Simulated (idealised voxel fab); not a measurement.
Proc. module: voxel wiring stack
Square cell edge 5 nm, section width 250 nm, ID cut.
The cross-sections in this document take the form of a grid made of square cells. They are written out as bands, in order from top to bottom. Each band consists of one or more rows of cells. Heights first: top, then bottom, in nm. Then materials, left to right, each with a width in nm. "everywhere" on a single material: fills the band edge to edge. "empty": empty space. Zero point of the height axis is 0; under it, received wafer = one material. Lowest band: continues down indefinitely, "0 down". Think of "30->40" as a width that walks from the first number to the second as you go down the band, top row to bottom row, taking equal-sized steps from row to row. Step note "stayed the same" = no cross-section cell changed. This entry, "Enclosed cavity list", enumerates those empty regions of no fewer than 8 cells that possess no open connection to the top. Each region is reported in the form width x height at distance, the distance being taken from the left edge, with all three quantities expressed in nm. Formally, on a step line, whatever follows the settings is a remark that the simulator itself makes on the step. overlay nm: on a step with a mask, how far right of its planned place the mask lay; negative means left.

**The planned process steps are enumerated hereunder**
1 op RECEIVE | material Si
2 op CONFORMAL_DEP | material SiO2 | thk nm 10
3 op CONFORMAL_DEP | material SiN | thk nm 5
4 op DIRECTIONAL_DEP | material lowk | thk nm 20
5 op DIRECTIONAL_DEP | material aC | thk nm 15
6 op PATTERN | tone open | mask id METAL_1 | material resist | width nm 25 | pitch nm 50 | thk nm 30 | overlay nm 0
7 op DIRECTIONAL_ETCH | etch materials aC | depth nm 15
8 op STRIP | etch materials resist
9 op DIRECTIONAL_ETCH | etch materials lowk | depth nm 20
10 op DIRECTIONAL_ETCH | etch materials SiN | depth nm 5
11 op STRIP | etch materials aC
12 op CONFORMAL_DEP | material TiN | thk nm 5
13 op FILL_DEP | material Cu | thk nm 5
14 op CMP | height nm 35
15 op CONFORMAL_DEP | material SiCN | thk nm 5
16 op DIRECTIONAL_DEP | material lowk | thk nm 25
17 op DIRECTIONAL_DEP | material aC | thk nm 15
18 op PATTERN | tone open | mask id METAL_2_HOLES | material resist | width nm 15 | pitch nm 100 | thk nm 35 | overlay nm 0
19 op DIRECTIONAL_ETCH | etch materials aC | depth nm 15
20 op STRIP | etch materials resist
21 op DIRECTIONAL_ETCH | etch materials lowk | depth nm 25
22 op STRIP | etch materials aC
23 op PATTERN | tone open | mask id METAL_2 | material resist | width nm 25 | pitch nm 50 | thk nm 15 | overlay nm 0
24 op DIRECTIONAL_ETCH | etch materials lowk | depth nm 15
25 op DIRECTIONAL_ETCH | etch materials SiCN | depth nm 5
26 op STRIP | etch materials resist
27 op CONFORMAL_DEP | material TiN | thk nm 5
28 op FILL_DEP | material Ru | thk nm 5
29 op CMP | height nm 65
30 op CONFORMAL_DEP | material SiCN | thk nm 5
31 op DIRECTIONAL_DEP | material lowk | thk nm 35
32 op DIRECTIONAL_DEP | material aC | thk nm 15
33 op PATTERN | tone open | mask id METAL_3 | material resist | width nm 15 | pitch nm 50 | thk nm 30 | overlay nm 0
34 op DIRECTIONAL_ETCH | etch materials aC | depth nm 15
35 op STRIP | etch materials resist
36 op DIRECTIONAL_ETCH | etch materials lowk | depth nm 20
37 op STRIP | etch materials aC
38 op MASKED_ETCH | tone open | mask id METAL_3_HOLES | width nm 15 | pitch nm 100 | etch materials lowk | depth nm 15 | overlay nm 0
39 op MASKED_ETCH | tone open | mask id METAL_3_HOLES | width nm 15 | pitch nm 100 | etch materials SiCN | depth nm 5 | overlay nm 0
40 op CONFORMAL_DEP | material TiN | thk nm 5
41 op FILL_DEP | material Cu | thk nm 10
42 op CMP | height nm 105
43 op CONFORMAL_DEP | material SiCN | thk nm 5
44 op DIRECTIONAL_DEP | material SiO2 | thk nm 35
45 op PATTERN | tone open | mask id METAL_4 | material resist | width nm 25 | pitch nm 50 | thk nm 20 | overlay nm 0
46 op DIRECTIONAL_ETCH | etch materials SiO2 | depth nm 20
47 op STRIP | etch materials resist
48 op MASKED_ETCH | tone open | mask id METAL_4_HOLES | width nm 15 | pitch nm 50 | etch materials SiO2 | depth nm 15 | overlay nm 0
49 op MASKED_ETCH | tone open | mask id METAL_4_HOLES | width nm 15 | pitch nm 50 | etch materials SiCN | depth nm 5 | overlay nm 0
50 op CONFORMAL_DEP | material TiN | thk nm 5
51 op FILL_DEP | material Cu | thk nm 10
52 op CMP | height nm 145
53 op CONFORMAL_DEP | material SiCN | thk nm 5
Split variable: width nm, step 33. Plan value = first wafer. Wafers start alike.

**As-received cross-section, first of several wafers, post step 1**
    0 down  Si everywhere
    Enclosed cavity list: none

**Module end state after final step 53: cross-section of the first of several wafers**
    150 to 145  SiCN everywhere
    145 to 130  SiO2: 35 / TiN: 5 / Cu: 15 / TiN: 5 / SiO2: 25 / TiN: 5 / Cu: 15 / TiN: 5 / SiO2: 25 / TiN: 5 / Cu: 15 / TiN: 5 / SiO2: 25 / TiN: 5 / Cu: 15 / TiN: 5 / SiO2: 40
    130 to 125  SiO2: 35 / TiN: 5 / Cu: 5 / TiN: 15 / SiO2: 25 / TiN: 5 / Cu: 5 / TiN: 15 / SiO2: 25 / TiN: 5 / Cu: 5 / TiN: 15 / SiO2: 25 / TiN: 5 / Cu: 5 / TiN: 15 / SiO2: 40
    125 to 110  SiO2: 35 / TiN: 5 / Cu: 5 / TiN: 5 / SiO2: 35 / TiN: 5 / Cu: 5 / TiN: 5 / SiO2: 35 / TiN: 5 / Cu: 5 / TiN: 5 / SiO2: 35 / TiN: 5 / Cu: 5 / TiN: 5 / SiO2: 50
    110 to 105  SiCN: 35 / TiN: 15 / SiCN: 35 / TiN: 15 / SiCN: 35 / TiN: 15 / SiCN: 35 / TiN: 15 / SiCN: 50
    105 to 95  lowk: 35 / TiN: 5 / Cu: 10 / TiN: 5 / lowk: 35 / TiN: 5 / Cu: 5 / TiN: 5 / lowk: 30 / TiN: 5 / Cu: 10 / TiN: 5 / lowk: 35 / TiN: 5 / Cu: 5 / TiN: 5 / lowk: 45
    95 to 90  lowk: 35 / TiN: 10 / Cu: 5 / TiN: 5 / lowk: 35 / TiN: 5 / Cu: 5 / TiN: 5 / lowk: 30 / TiN: 10 / Cu: 5 / TiN: 5 / lowk: 35 / TiN: 5 / Cu: 5 / TiN: 5 / lowk: 45
    90 to 85  lowk: 40 / TiN: 15 / lowk: 35 / TiN: 15 / lowk: 35 / TiN: 15 / lowk: 35 / TiN: 15 / lowk: 45
    85 to 70  lowk: 40 / TiN: 10 / lowk: 90 / TiN: 10 / lowk: 100
    70 to 65  SiCN: 40 / TiN: 10 / SiCN: 90 / TiN: 10 / SiCN: 100
    65 to 55  lowk: 35 / TiN: 5 / Ru: 15 / TiN: 5 / lowk: 25 / TiN: 5 / Ru: 15 / TiN: 5 / lowk: 25 / TiN: 5 / Ru: 15 / TiN: 5 / lowk: 25 / TiN: 5 / Ru: 15 / TiN: 5 / lowk: 40
    55 to 50  lowk: 35 / TiN: 5 / Ru: 5 / TiN: 15 / lowk: 25 / TiN: 25 / lowk: 25 / TiN: 5 / Ru: 5 / TiN: 15 / lowk: 25 / TiN: 25 / lowk: 40
    50 to 40  lowk: 35 / TiN: 5 / Ru: 5 / TiN: 5 / lowk: 85 / TiN: 5 / Ru: 5 / TiN: 5 / lowk: 100
    40 to 35  SiCN: 35 / TiN: 15 / SiCN: 85 / TiN: 15 / SiCN: 100
    35 to 15  lowk: 35 / TiN: 5 / Cu: 15 / TiN: 5 / lowk: 25 / TiN: 5 / Cu: 15 / TiN: 5 / lowk: 25 / TiN: 5 / Cu: 15 / TiN: 5 / lowk: 25 / TiN: 5 / Cu: 15 / TiN: 5 / lowk: 40
    15 to 10  SiN: 35 / TiN: 25 / SiN: 25 / TiN: 25 / SiN: 25 / TiN: 25 / SiN: 25 / TiN: 25 / SiN: 40
    10 to 0  SiO2 everywhere
    0 down  Si everywhere
    Enclosed cavity list: none

**Showing the last wafer in cross-section at the end of the module**
    150 to 145  SiCN everywhere
    145 to 130  SiO2: 35 / TiN: 5 / Cu: 15 / TiN: 5 / SiO2: 25 / TiN: 5 / Cu: 15 / TiN: 5 / SiO2: 25 / TiN: 5 / Cu: 15 / TiN: 5 / SiO2: 25 / TiN: 5 / Cu: 15 / TiN: 5 / SiO2: 40
    130 to 125  SiO2: 35 / TiN: 5 / Cu: 5 / TiN: 15 / SiO2: 25 / TiN: 5 / Cu: 5 / TiN: 15 / SiO2: 25 / TiN: 5 / Cu: 5 / TiN: 15 / SiO2: 25 / TiN: 5 / Cu: 5 / TiN: 15 / SiO2: 40
    125 to 110  SiO2: 35 / TiN: 5 / Cu: 5 / TiN: 5 / SiO2: 35 / TiN: 5 / Cu: 5 / TiN: 5 / SiO2: 35 / TiN: 5 / Cu: 5 / TiN: 5 / SiO2: 35 / TiN: 5 / Cu: 5 / TiN: 5 / SiO2: 50
    110 to 105  SiCN: 35 / TiN: 15 / SiCN: 35 / TiN: 15 / SiCN: 35 / TiN: 15 / SiCN: 35 / TiN: 15 / SiCN: 50
    105 to 90  lowk: 30 / TiN: 5 / Cu: 25 / TiN: 5 / lowk: 15 / TiN: 5 / Cu: 25 / TiN: 5 / lowk: 15 / TiN: 5 / Cu: 25 / TiN: 5 / lowk: 15 / TiN: 5 / Cu: 25 / TiN: 5 / lowk: 35
    90 to 85  lowk: 30 / TiN: 10 / Cu: 5 / TiN: 20 / lowk: 15 / TiN: 35 / lowk: 15 / TiN: 10 / Cu: 5 / TiN: 20 / lowk: 15 / TiN: 35 / lowk: 35
    85 to 70  lowk: 35 / TiN: 5 / Cu: 5 / TiN: 5 / lowk: 85 / TiN: 5 / Cu: 5 / TiN: 5 / lowk: 100
    70 to 65  SiCN: 35 / TiN: 15 / SiCN: 85 / TiN: 15 / SiCN: 100
    65 to 55  lowk: 35 / TiN: 5 / Ru: 15 / TiN: 5 / lowk: 25 / TiN: 5 / Ru: 15 / TiN: 5 / lowk: 25 / TiN: 5 / Ru: 15 / TiN: 5 / lowk: 25 / TiN: 5 / Ru: 15 / TiN: 5 / lowk: 40
    55 to 50  lowk: 35 / TiN: 5 / Ru: 5 / TiN: 15 / lowk: 25 / TiN: 25 / lowk: 25 / TiN: 5 / Ru: 5 / TiN: 15 / lowk: 25 / TiN: 25 / lowk: 40
    50 to 40  lowk: 35 / TiN: 5 / Ru: 5 / TiN: 5 / lowk: 85 / TiN: 5 / Ru: 5 / TiN: 5 / lowk: 100
    40 to 35  SiCN: 35 / TiN: 15 / SiCN: 85 / TiN: 15 / SiCN: 100
    35 to 15  lowk: 35 / TiN: 5 / Cu: 15 / TiN: 5 / lowk: 25 / TiN: 5 / Cu: 15 / TiN: 5 / lowk: 25 / TiN: 5 / Cu: 15 / TiN: 5 / lowk: 25 / TiN: 5 / Cu: 15 / TiN: 5 / lowk: 40
    15 to 10  SiN: 35 / TiN: 25 / SiN: 25 / TiN: 25 / SiN: 25 / TiN: 25 / SiN: 25 / TiN: 25 / SiN: 40
    10 to 0  SiO2 everywhere
    0 down  Si everywhere
    Enclosed cavity list: none

**Wafer rows, end of module: cells per material gained (+) or lost (-) since receipt; closed voids last**
width nm 15, +116 Cu, +30 Ru, +178 SiCN, +30 SiN, +334 SiO2, +230 TiN, +582 lowk, Enclosed cavity list: none
width nm 20, +128 Cu, +30 Ru, +178 SiCN, +30 SiN, +334 SiO2, +234 TiN, +566 lowk, Enclosed cavity list: none
width nm 25, +144 Cu, +30 Ru, +176 SiCN, +30 SiN, +334 SiO2, +236 TiN, +550 lowk, Enclosed cavity list: none
width nm 30, +156 Cu, +30 Ru, +176 SiCN, +30 SiN, +334 SiO2, +240 TiN, +534 lowk, Enclosed cavity list: none
width nm 35, +168 Cu, +30 Ru, +176 SiCN, +30 SiN, +334 SiO2, +244 TiN, +518 lowk, Enclosed cavity list: none
